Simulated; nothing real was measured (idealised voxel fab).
process module | voxel wiring stack
cross-section cut | 205 nm wide | cells 5 nm
A cross-section is a grid of square cells, given in bands from the top down. A band is one or more rows of cells.
Each band's line starts with the height of the band's top and of its bottom, in nm. Then come its materials from left to right, each with its width in nm. One material with "throughout" fills the band from edge to edge. "air" is empty space.
Height 0 is the level under which the wafer as received is all one material. The lowest band goes on downwards, as in "0 down".
A width such as "30 to 40" changes by the same amount from each row of cells to the next, from the band's top row to its bottom row.
"no change" after a step means that no cell of the cross-section changed.
closed voids: empty space of 8 cells or more with no open way to the top, each as width x height at its distance from the left edge, in nm
after a step's settings: what the simulator itself notes on the step
overlay nm, on a step with a mask: how far to the right of its planned place the mask lay; to the left if negative
plan
1 op RECEIVE | material Si
2 op CONFORMAL_DEP | material SiO2 | thk nm 15
3 op DIRECTIONAL_DEP | material TiN | thk nm 5
4 op DIRECTIONAL_DEP | material W | thk nm 15
5 op MASKED_ETCH | tone cover | mask id METAL_1 | width nm 25 | pitch nm 55 | etch materials W | depth nm 15 | overlay nm 0
6 op MASKED_ETCH | tone cover | mask id METAL_1 | width nm 25 | pitch nm 55 | etch materials TiN | depth nm 5 | overlay nm 0
7 op CONFORMAL_DEP | material SiCN | thk nm 5
8 op FILL_DEP | material SiO2 | thk nm 10
9 op CMP | height nm 35
10 op CONFORMAL_DEP | material SiCN | thk nm 5
11 op DIRECTIONAL_DEP | material SiO2 | thk nm 20
12 op PATTERN | tone open | mask id PLUG_1 | material resist | width nm 15 | pitch nm 55 | thk nm 15 | overlay nm 0
13 op DIRECTIONAL_ETCH | etch materials SiO2 | depth nm 20
14 op DIRECTIONAL_ETCH | etch materials SiCN | depth nm 5
15 op STRIP | etch materials resist
16 op CONFORMAL_DEP | material TiN | thk nm 5
17 op FILL_DEP | material Cu | thk nm 5
18 op CMP | height nm 60
19 op CONFORMAL_DEP | material SiCN | thk nm 5
20 op DIRECTIONAL_DEP | material lowk | thk nm 15
21 op DIRECTIONAL_DEP | material aC | thk nm 10
22 op PATTERN | tone open | mask id METAL_2 | material resist | width nm 25 | pitch nm 55 | thk nm 25 | overlay nm 0
23 op DIRECTIONAL_ETCH | etch materials aC | depth nm 10
24 op STRIP | etch materials resist
25 op DIRECTIONAL_ETCH | etch materials lowk | depth nm 15
26 op DIRECTIONAL_ETCH | etch materials SiCN | depth nm 5
27 op STRIP | etch materials aC
28 op CONFORMAL_DEP | material TiN | thk nm 5
29 op FILL_DEP | material Cu | thk nm 10
30 op CMP | height nm 80
31 op CONFORMAL_DEP | material SiCN | thk nm 5
32 op DIRECTIONAL_DEP | material SiO2 | thk nm 15
33 op PATTERN | tone open | mask id PLUG_2 | material resist | width nm 15 | pitch nm 55 | thk nm 20 | overlay nm 0
34 op DIRECTIONAL_ETCH | etch materials SiO2 | depth nm 15
35 op DIRECTIONAL_ETCH | etch materials SiCN | depth nm 5
36 op STRIP | etch materials resist
37 op EPI | material Ru | thk nm 10
38 op EPI | material Ru | thk nm 10
39 op CONFORMAL_DEP | material SiCN | thk nm 5
40 op DIRECTIONAL_DEP | material SiO2 | thk nm 20
41 op DIRECTIONAL_DEP | material aC | thk nm 10
42 op PATTERN | tone open | mask id METAL_3 | material resist | width nm 25 | pitch nm 55 | thk nm 25 | overlay nm 0
43 op DIRECTIONAL_ETCH | etch materials aC | depth nm 10
44 op STRIP | etch materials resist
45 op DIRECTIONAL_ETCH | etch materials SiO2 | depth nm 20
46 op DIRECTIONAL_ETCH | etch materials SiCN | depth nm 5
47 op STRIP | etch materials aC
48 op CONFORMAL_DEP | material TiN | thk nm 5
49 op FILL_DEP | material Ru | thk nm 10
50 op CMP | height nm 125
51 op CONFORMAL_DEP | material SiN | thk nm 5
as received, after step 1
  0 down: Si throughout
  closed voids: none
first wafer at the end, as planned
  130 to 125: SiN throughout
  125 to 105: SiO2 60 | TiN 5 | Ru 15 | TiN 5 | SiO2 30 | TiN 5 | Ru 15 | TiN 5 | SiO2 65
  105 to 100: SiCN 60 | TiN 25 | SiCN 30 | TiN 25 | SiCN 65
  100 to 85: SiO2 60 | Ru 15 | SiO2 40 | Ru 15 | SiO2 75
  85 to 80: SiCN 60 | Ru 15 | SiCN 40 | Ru 15 | SiCN 75
  80 to 65: lowk 60 | TiN 5 | Cu 15 | TiN 5 | lowk 30 | TiN 5 | Cu 15 | TiN 5 | lowk 65
  65 to 60: SiCN 60 | TiN 25 | SiCN 30 | TiN 25 | SiCN 65
  60 to 40: SiO2 60 | TiN 5 | Cu 5 | TiN 5 | SiO2 40 | TiN 5 | Cu 5 | TiN 5 | SiO2 75
  40 to 35: SiCN 60 | TiN 15 | SiCN 40 | TiN 15 | SiCN 75
  35 to 20: SiO2 55 | SiCN 5 | W 25 | SiCN 5 | SiO2 20 | SiCN 5 | W 25 | SiCN 5 | SiO2 60
  20 to 15: SiCN 60 | TiN 25 | SiCN 30 | TiN 25 | SiCN 65
  15 to 0: SiO2 throughout
  0 down: Si throughout
  closed voids: none
second wafer at the end: like start, like plan, one mistake
  145 to 140: SiN throughout
  140 to 130: Ru throughout
  130 to 125: TiN 65 | Ru 15 | TiN 40 | Ru 15 | TiN 70
  125 to 105: SiO2 60 | TiN 5 | Ru 15 | TiN 5 | SiO2 30 | TiN 5 | Ru 15 | TiN 5 | SiO2 65
  105 to 100: SiCN 60 | TiN 25 | SiCN 30 | TiN 25 | SiCN 65
  100 to 85: SiO2 60 | Ru 15 | SiO2 40 | Ru 15 | SiO2 75
  85 to 80: SiCN 60 | Ru 15 | SiCN 40 | Ru 15 | SiCN 75
  80 to 65: lowk 60 | TiN 5 | Cu 15 | TiN 5 | lowk 30 | TiN 5 | Cu 15 | TiN 5 | lowk 65
  65 to 60: SiCN 60 | TiN 25 | SiCN 30 | TiN 25 | SiCN 65
  60 to 40: SiO2 60 | TiN 5 | Cu 5 | TiN 5 | SiO2 40 | TiN 5 | Cu 5 | TiN 5 | SiO2 75
  40 to 35: SiCN 60 | TiN 15 | SiCN 40 | TiN 15 | SiCN 75
  35 to 20: SiO2 55 | SiCN 5 | W 25 | SiCN 5 | SiO2 20 | SiCN 5 | W 25 | SiCN 5 | SiO2 60
  20 to 15: SiCN 60 | TiN 25 | SiCN 30 | TiN 25 | SiCN 65
  15 to 0: SiO2 throughout
  0 down: Si throughout
  closed voids: none
what went wrong: step 50 was left out
at the end the second wafer has, in cells: 88 more of Ru | 35 more of TiN
